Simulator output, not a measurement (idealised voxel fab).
Title: Process Module voxel capacitor over wiring
Square cell edge 5 nm, section width 235 nm, ID cut.
How to read a cross-section here: the picture is a grid of square cells, written as bands going from the top down, and any band can span one or more rows of cells. Within each band entry, the heights of the top and of the bottom of the band appear first, in that order and in nm; the materials of the band then follow from left to right, each with its corresponding width in nm. The designation "everywhere" on a single material indicates that it fills the band from edge to edge; the designation "blank" indicates empty space. The level at which height equals 0 is the one under which the wafer, as it arrives, is entirely one material. No lower edge exists for the bottom band, which continues downward and is notated as in "from 0 down". Think of "30 to 40" as a width that walks from the first number to the second as you go down the band, top row to bottom row, taking equal-sized steps from row to row. "all unchanged" after a step means that no cell of the cross-section changed. This entry, "Enclosed void inventory", enumerates those empty regions of no fewer than 8 cells that possess no open connection to the top. Each region is reported in the form width x height at distance, the distance being taken from the left edge, with all three quantities expressed in nm. Where a step's line continues beyond its settings, the continuation is a remark by the simulator itself on that step. The "overlay nm" setting may appear on a step's line; for a step that uses a mask, it gives how far to the right of its planned position the mask lay, and a negative value indicates the left.

HERE'S WHAT THE PLANNED PROCESS STEPS LOOK LIKE
- 1: op RECEIVE | material Si
- 2: op CONFORMAL_DEP | material SiO2 | thk nm 10
- 3: op CONFORMAL_DEP | material SiCN | thk nm 5
- 4: op DIRECTIONAL_DEP | material SiO2 | thk nm 15
- 5: op PATTERN | tone open | mask id METAL_1 | material resist | width nm 30 | pitch nm 100 | thk nm 20 | overlay nm 0
- 6: op DIRECTIONAL_ETCH | etch materials SiO2 | depth nm 15
- 7: op DIRECTIONAL_ETCH | etch materials SiCN | depth nm 5
- 8: op STRIP | etch materials resist
- 9: op CONFORMAL_DEP | material TiN | thk nm 5
- 10: op FILL_DEP | material Cu | thk nm 5
- 11: op CMP | height nm 30
- 12: op CONFORMAL_DEP | material SiCN | thk nm 5
- 13: op DIRECTIONAL_DEP | material lowk | thk nm 15
- 14: op MASKED_ETCH | tone open | mask id PLUG_1 | width nm 15 | etch materials lowk | depth nm 15 | overlay nm 0
- 15: op MASKED_ETCH | tone open | mask id PLUG_1 | width nm 15 | etch materials SiCN | depth nm 5 | overlay nm 0
- 16: op EPI | material Ru | thk nm 10
- 17: op EPI | material Ru | thk nm 10
- 18: op DIRECTIONAL_DEP | material TiN | thk nm 5
- 19: op DIRECTIONAL_DEP | material Al2O3 | thk nm 5
- 20: op DIRECTIONAL_DEP | material TiN | thk nm 5
- 21: op MASKED_ETCH | tone cover | mask id UPPER_PLATE | width nm 75 | etch materials TiN | depth nm 5 | overlay nm 0
- 22: op MASKED_ETCH | tone cover | mask id UPPER_PLATE | width nm 75 | etch materials Al2O3 | depth nm 5 | overlay nm 0
- 23: op PATTERN | tone cover | mask id LOWER_PLATE | material resist | width nm 85 | thk nm 15 | overlay nm 0
- 24: op DIRECTIONAL_ETCH | etch materials TiN | depth nm 5
- 25: op STRIP | etch materials resist
- 26: op FILL_DEP | material SiO2 | thk nm 15
- 27: op CMP | height nm 75
- 28: op DIRECTIONAL_DEP | material aC | thk nm 10
- 29: op PATTERN | tone open | mask id PLUG_2 | material resist | width nm 15 | thk nm 30 | overlay nm 0
- 30: op DIRECTIONAL_ETCH | etch materials aC | depth nm 10
- 31: op STRIP | etch materials resist
- 32: op DIRECTIONAL_ETCH | etch materials SiO2 | depth nm 10
- 33: op STRIP | etch materials aC
- 34: op CONFORMAL_DEP | material TiN | thk nm 5
- 35: op FILL_DEP | material Cu | thk nm 10
- 36: op CMP | height nm 75
- 37: op CONFORMAL_DEP | material SiCN | thk nm 5

THE FIRST WAFER OF TWO, PROCESSED AS PLANNED

AS-RECEIVED WAFER CROSS-SECTION (AFTER STEP 1)
	from 0 down  Si everywhere
	Enclosed void inventory: none

CROSS-SECTION OF THE WAFER SUBSEQUENT TO STEP 2
	from 10 to 0  SiO2 everywhere
	Rest of section, below 0: as before.

CROSS-SECTION OF THE WAFER SUBSEQUENT TO STEP 3
	from 15 to 10  SiCN everywhere
	Rest of section, below 10: as before.

CROSS-SECTION OF THE WAFER SUBSEQUENT TO STEP 4
	from 30 to 15  SiO2 everywhere
	Rest of section, below 15: as before.

CROSS-SECTION OF THE WAFER SUBSEQUENT TO STEP 5
	from 50 to 30  50 of resist, then 30 of blank, then 70 of resist, then 30 of blank, then 55 of resist
	Rest of section, below 30: as before.

CROSS-SECTION OF THE WAFER SUBSEQUENT TO STEP 6
	from 50 to 30  50 of resist, then 30 of blank, then 70 of resist, then 30 of blank, then 55 of resist
	from 30 to 15  50 of SiO2, then 30 of blank, then 70 of SiO2, then 30 of blank, then 55 of SiO2
	Rest of section, below 15: as before.

CROSS-SECTION OF THE WAFER SUBSEQUENT TO STEP 7
	from 50 to 30  50 of resist, then 30 of blank, then 70 of resist, then 30 of blank, then 55 of resist
	from 30 to 15  50 of SiO2, then 30 of blank, then 70 of SiO2, then 30 of blank, then 55 of SiO2
	from 15 to 10  50 of SiCN, then 30 of blank, then 70 of SiCN, then 30 of blank, then 55 of SiCN
	Rest of section, below 10: as before.

CROSS-SECTION OF THE WAFER SUBSEQUENT TO STEP 8
	from 30 to 15  50 of SiO2, then 30 of blank, then 70 of SiO2, then 30 of blank, then 55 of SiO2
	Rest of section, below 15: as before.

CROSS-SECTION OF THE WAFER SUBSEQUENT TO STEP 9
	from 35 to 30  55 of TiN, then 20 of blank, then 80 of TiN, then 20 of blank, then 60 of TiN
	from 30 to 15  50 of SiO2, then 5 of TiN, then 20 of blank, then 5 of TiN, then 70 of SiO2, then 5 of TiN, then 20 of blank, then 5 of TiN, then 55 of SiO2
	from 15 to 10  50 of SiCN, then 30 of TiN, then 70 of SiCN, then 30 of TiN, then 55 of SiCN
	Rest of section, below 10: as before.

CROSS-SECTION OF THE WAFER SUBSEQUENT TO STEP 10
	from 40 to 35  Cu everywhere
	from 35 to 30  55 of TiN, then 20 of Cu, then 80 of TiN, then 20 of Cu, then 60 of TiN
	from 30 to 15  50 of SiO2, then 5 of TiN, then 20 of Cu, then 5 of TiN, then 70 of SiO2, then 5 of TiN, then 20 of Cu, then 5 of TiN, then 55 of SiO2
	Rest of section, below 15: as before.

CROSS-SECTION OF THE WAFER SUBSEQUENT TO STEP 11
	from 30 to 15  50 of SiO2, then 5 of TiN, then 20 of Cu, then 5 of TiN, then 70 of SiO2, then 5 of TiN, then 20 of Cu, then 5 of TiN, then 55 of SiO2
	Rest of section, below 15: as before.

CROSS-SECTION OF THE WAFER SUBSEQUENT TO STEP 12
	from 35 to 30  SiCN everywhere
	Rest of section, below 30: as before.

CROSS-SECTION OF THE WAFER SUBSEQUENT TO STEP 13
	from 50 to 35  lowk everywhere
	Rest of section, below 35: as before.

CROSS-SECTION OF THE WAFER SUBSEQUENT TO STEP 14
	from 50 to 35  65 of lowk, then 15 of blank, then 155 of lowk
	Rest of section, below 35: as before.

CROSS-SECTION OF THE WAFER SUBSEQUENT TO STEP 15
	from 50 to 35  65 of lowk, then 15 of blank, then 155 of lowk
	from 35 to 30  65 of SiCN, then 15 of blank, then 155 of SiCN
	Rest of section, below 30: as before.

CROSS-SECTION OF THE WAFER SUBSEQUENT TO STEP 16
	from 50 to 40  65 of lowk, then 15 of blank, then 155 of lowk
	from 40 to 35  65 of lowk, then 15 of Ru, then 155 of lowk
	from 35 to 30  65 of SiCN, then 15 of Ru, then 155 of SiCN
	Rest of section, below 30: as before.

CROSS-SECTION OF THE WAFER SUBSEQUENT TO STEP 17
	from 50 to 35  65 of lowk, then 15 of Ru, then 155 of lowk
	Rest of section, below 35: as before.

CROSS-SECTION OF THE WAFER SUBSEQUENT TO STEP 18
	from 55 to 50  TiN everywhere
	Rest of section, below 50: as before.

CROSS-SECTION OF THE WAFER SUBSEQUENT TO STEP 19
	from 60 to 55  Al2O3 everywhere
	Rest of section, below 55: as before.

CROSS-SECTION OF THE WAFER SUBSEQUENT TO STEP 20
	from 65 to 60  TiN everywhere
	Rest of section, below 60: as before.

CROSS-SECTION OF THE WAFER SUBSEQUENT TO STEP 21
	from 65 to 60  65 of blank, then 75 of TiN, then 95 of blank
	Rest of section, below 60: as before.

CROSS-SECTION OF THE WAFER SUBSEQUENT TO STEP 22
	from 65 to 60  65 of blank, then 75 of TiN, then 95 of blank
	from 60 to 55  65 of blank, then 75 of Al2O3, then 95 of blank
	Rest of section, below 55: as before.

CROSS-SECTION OF THE WAFER SUBSEQUENT TO STEP 23
	from 80 to 65  60 of blank, then 85 of resist, then 90 of blank
	from 65 to 60  60 of blank, then 5 of resist, then 75 of TiN, then 5 of resist, then 90 of blank
	from 60 to 55  60 of blank, then 5 of resist, then 75 of Al2O3, then 5 of resist, then 90 of blank
	Rest of section, below 55: as before.

CROSS-SECTION OF THE WAFER SUBSEQUENT TO STEP 24
	from 80 to 65  60 of blank, then 85 of resist, then 90 of blank
	from 65 to 60  60 of blank, then 5 of resist, then 75 of TiN, then 5 of resist, then 90 of blank
	from 60 to 55  60 of blank, then 5 of resist, then 75 of Al2O3, then 5 of resist, then 90 of blank
	from 55 to 50  60 of blank, then 85 of TiN, then 90 of blank
	Rest of section, below 50: as before.

CROSS-SECTION OF THE WAFER SUBSEQUENT TO STEP 25
	from 65 to 60  65 of blank, then 75 of TiN, then 95 of blank
	from 60 to 55  65 of blank, then 75 of Al2O3, then 95 of blank
	Rest of section, below 55: as before.

CROSS-SECTION OF THE WAFER SUBSEQUENT TO STEP 26
	from 80 to 65  SiO2 everywhere
	from 65 to 60  65 of SiO2, then 75 of TiN, then 95 of SiO2
	from 60 to 55  65 of SiO2, then 75 of Al2O3, then 95 of SiO2
	from 55 to 50  60 of SiO2, then 85 of TiN, then 90 of SiO2
	Rest of section, below 50: as before.

CROSS-SECTION OF THE WAFER SUBSEQUENT TO STEP 27
	from 75 to 65  SiO2 everywhere
	Rest of section, below 65: as before.

CROSS-SECTION OF THE WAFER SUBSEQUENT TO STEP 28
	from 85 to 75  aC everywhere
	Rest of section, below 75: as before.

CROSS-SECTION OF THE WAFER SUBSEQUENT TO STEP 29
	from 115 to 85  75 of resist, then 15 of blank, then 145 of resist
	Rest of section, below 85: as before.

CROSS-SECTION OF THE WAFER SUBSEQUENT TO STEP 30
	from 105 to 85  75 of resist, then 15 of blank, then 145 of resist
	from 85 to 75  75 of aC, then 15 of blank, then 145 of aC
	Rest of section, below 75: as before.

CROSS-SECTION OF THE WAFER SUBSEQUENT TO STEP 31
	from 85 to 75  75 of aC, then 15 of blank, then 145 of aC
	Rest of section, below 75: as before.

CROSS-SECTION OF THE WAFER SUBSEQUENT TO STEP 32
	from 85 to 75  75 of aC, then 15 of blank, then 145 of aC
	from 75 to 65  75 of SiO2, then 15 of blank, then 145 of SiO2
	Rest of section, below 65: as before.

CROSS-SECTION OF THE WAFER SUBSEQUENT TO STEP 33
	from 75 to 65  75 of SiO2, then 15 of blank, then 145 of SiO2
	Rest of section, below 65: as before.

CROSS-SECTION OF THE WAFER SUBSEQUENT TO STEP 34
	from 80 to 75  80 of TiN, then 5 of blank, then 150 of TiN
	from 75 to 70  75 of SiO2, then 5 of TiN, then 5 of blank, then 5 of TiN, then 145 of SiO2
	from 70 to 60  75 to 65 of SiO2, then 15 to 75 of TiN, then 145 to 95 of SiO2
	Rest of section, below 60: as before.

CROSS-SECTION OF THE WAFER SUBSEQUENT TO STEP 35
	from 90 to 80  Cu everywhere
	from 80 to 75  80 of TiN, then 5 of Cu, then 150 of TiN
	from 75 to 70  75 of SiO2, then 5 of TiN, then 5 of Cu, then 5 of TiN, then 145 of SiO2
	Rest of section, below 70: as before.

CROSS-SECTION OF THE WAFER SUBSEQUENT TO STEP 36
	from 75 to 70  75 of SiO2, then 5 of TiN, then 5 of Cu, then 5 of TiN, then 145 of SiO2
	Rest of section, below 70: as before.

CROSS-SECTION OF THE WAFER SUBSEQUENT TO STEP 37
	from 80 to 75  SiCN everywhere
	Rest of section, below 75: as before.

WHAT FOLLOWS CONCERNS THE SECOND WAFER, WHICH STARTED OUT LIKE THE FIRST AND WAS MEANT TO FOLLOW THE VERY SAME PLAN; ONE MISTAKE CREPT IN WHEN IT WAS RUN, BUT EVERYTHING UP TO AND INCLUDING STEP 15 IS THE SAME AS FOR THE FIRST WAFER

PLANNED END OF STEP 17: SECOND WAFER, CROSS-SECTION
	from 60 to 50  55 of blank, then 35 of Ru, then 145 of blank
	from 50 to 35  65 of lowk, then 15 of Ru, then 155 of lowk
	from 35 to 30  65 of SiCN, then 15 of Ru, then 155 of SiCN
	Rest of section, below 30: as before.

PLANNED END OF STEP 18: SECOND WAFER, CROSS-SECTION
	from 65 to 60  55 of blank, then 35 of TiN, then 145 of blank
	from 60 to 55  55 of blank, then 35 of Ru, then 145 of blank
	from 55 to 50  55 of TiN, then 35 of Ru, then 145 of TiN
	Rest of section, below 50: as before.

PLANNED END OF STEP 19: SECOND WAFER, CROSS-SECTION
	from 70 to 65  55 of blank, then 35 of Al2O3, then 145 of blank
	from 65 to 60  55 of blank, then 35 of TiN, then 145 of blank
	from 60 to 55  55 of Al2O3, then 35 of Ru, then 145 of Al2O3
	Rest of section, below 55: as before.

PLANNED END OF STEP 20: SECOND WAFER, CROSS-SECTION
	from 75 to 70  55 of blank, then 35 of TiN, then 145 of blank
	from 70 to 65  55 of blank, then 35 of Al2O3, then 145 of blank
	from 65 to 60  TiN everywhere
	Rest of section, below 60: as before.

PLANNED END OF STEP 21: SECOND WAFER, CROSS-SECTION
	from 75 to 70  65 of blank, then 25 of TiN, then 145 of blank
	from 70 to 65  55 of blank, then 35 of Al2O3, then 145 of blank
	from 65 to 60  55 of blank, then 85 of TiN, then 95 of blank
	Rest of section, below 60: as before.

PLANNED END OF STEP 22: SECOND WAFER, CROSS-SECTION
	from 75 to 70  65 of blank, then 25 of TiN, then 145 of blank
	from 70 to 65  65 of blank, then 25 of Al2O3, then 145 of blank
	from 65 to 60  55 of blank, then 85 of TiN, then 95 of blank
	from 60 to 55  55 of blank, then 35 of Ru, then 50 of Al2O3, then 95 of blank
	Rest of section, below 55: as before.

PLANNED END OF STEP 23: SECOND WAFER, CROSS-SECTION
	from 90 to 75  60 of blank, then 85 of resist, then 90 of blank
	from 75 to 70  60 of blank, then 5 of resist, then 25 of TiN, then 55 of resist, then 90 of blank
	from 70 to 65  60 of blank, then 5 of resist, then 25 of Al2O3, then 55 of resist, then 90 of blank
	from 65 to 60  55 of blank, then 85 of TiN, then 5 of resist, then 90 of blank
	from 60 to 55  55 of blank, then 35 of Ru, then 50 of Al2O3, then 5 of resist, then 90 of blank
	Rest of section, below 55: as before.

PLANNED END OF STEP 24: SECOND WAFER, CROSS-SECTION
	from 90 to 75  60 of blank, then 85 of resist, then 90 of blank
	from 75 to 70  60 of blank, then 5 of resist, then 25 of TiN, then 55 of resist, then 90 of blank
	from 70 to 65  60 of blank, then 5 of resist, then 25 of Al2O3, then 55 of resist, then 90 of blank
	from 65 to 60  60 of blank, then 80 of TiN, then 5 of resist, then 90 of blank
	from 60 to 55  55 of blank, then 35 of Ru, then 50 of Al2O3, then 5 of resist, then 90 of blank
	from 55 to 50  55 of blank, then 35 of Ru, then 55 of TiN, then 90 of blank
	Rest of section, below 50: as before.

PLANNED END OF STEP 25: SECOND WAFER, CROSS-SECTION
	from 75 to 70  65 of blank, then 25 of TiN, then 145 of blank
	from 70 to 65  65 of blank, then 25 of Al2O3, then 145 of blank
	from 65 to 60  60 of blank, then 80 of TiN, then 95 of blank
	from 60 to 55  55 of blank, then 35 of Ru, then 50 of Al2O3, then 95 of blank
	Rest of section, below 55: as before.

PLANNED END OF STEP 26: SECOND WAFER, CROSS-SECTION
	from 90 to 75  SiO2 everywhere
	from 75 to 70  65 of SiO2, then 25 of TiN, then 145 of SiO2
	from 70 to 65  65 of SiO2, then 25 of Al2O3, then 145 of SiO2
	from 65 to 60  60 of SiO2, then 80 of TiN, then 95 of SiO2
	from 60 to 55  55 of SiO2, then 35 of Ru, then 50 of Al2O3, then 95 of SiO2
	from 55 to 50  55 of SiO2, then 35 of Ru, then 55 of TiN, then 90 of SiO2
	Rest of section, below 50: as before.

PLANNED END OF STEP 27: SECOND WAFER, CROSS-SECTION
	from 75 to 70  65 of SiO2, then 25 of TiN, then 145 of SiO2
	Rest of section, below 70: as before.

PLANNED END OF STEP 28: SECOND WAFER, CROSS-SECTION
	from 85 to 75  aC everywhere
	Rest of section, below 75: as before.

PLANNED END OF STEP 29: SECOND WAFER, CROSS-SECTION
	from 115 to 85  75 of resist, then 15 of blank, then 145 of resist
	Rest of section, below 85: as before.

PLANNED END OF STEP 30: SECOND WAFER, CROSS-SECTION
	from 105 to 85  75 of resist, then 15 of blank, then 145 of resist
	from 85 to 75  75 of aC, then 15 of blank, then 145 of aC
	Rest of section, below 75: as before.

PLANNED END OF STEP 31: SECOND WAFER, CROSS-SECTION
	from 85 to 75  75 of aC, then 15 of blank, then 145 of aC
	Rest of section, below 75: as before.

Planned end of step 32: second wafer, cross-section: all unchanged

PLANNED END OF STEP 33: SECOND WAFER, CROSS-SECTION
	from 75 to 70  65 of SiO2, then 25 of TiN, then 145 of SiO2
	Rest of section, below 70: as before.

PLANNED END OF STEP 34: SECOND WAFER, CROSS-SECTION
	from 80 to 75  TiN everywhere
	Rest of section, below 75: as before.

PLANNED END OF STEP 35: SECOND WAFER, CROSS-SECTION
	from 90 to 80  Cu everywhere
	Rest of section, below 80: as before.

PLANNED END OF STEP 36: SECOND WAFER, CROSS-SECTION
	from 75 to 70  65 of SiO2, then 25 of TiN, then 145 of SiO2
	Rest of section, below 70: as before.

PLANNED END OF STEP 37: SECOND WAFER, CROSS-SECTION
	from 80 to 75  SiCN everywhere
	Rest of section, below 75: as before.
Heads up, the wafer didn't run the way we planned it: one of steps 16 and 17 got run twice, and since they're all the same there's no telling which
Heads up, by the end the second wafer has more or fewer cells of some materials compared to the first: Cu -1, Ru +14, SiO2 -8, TiN -5
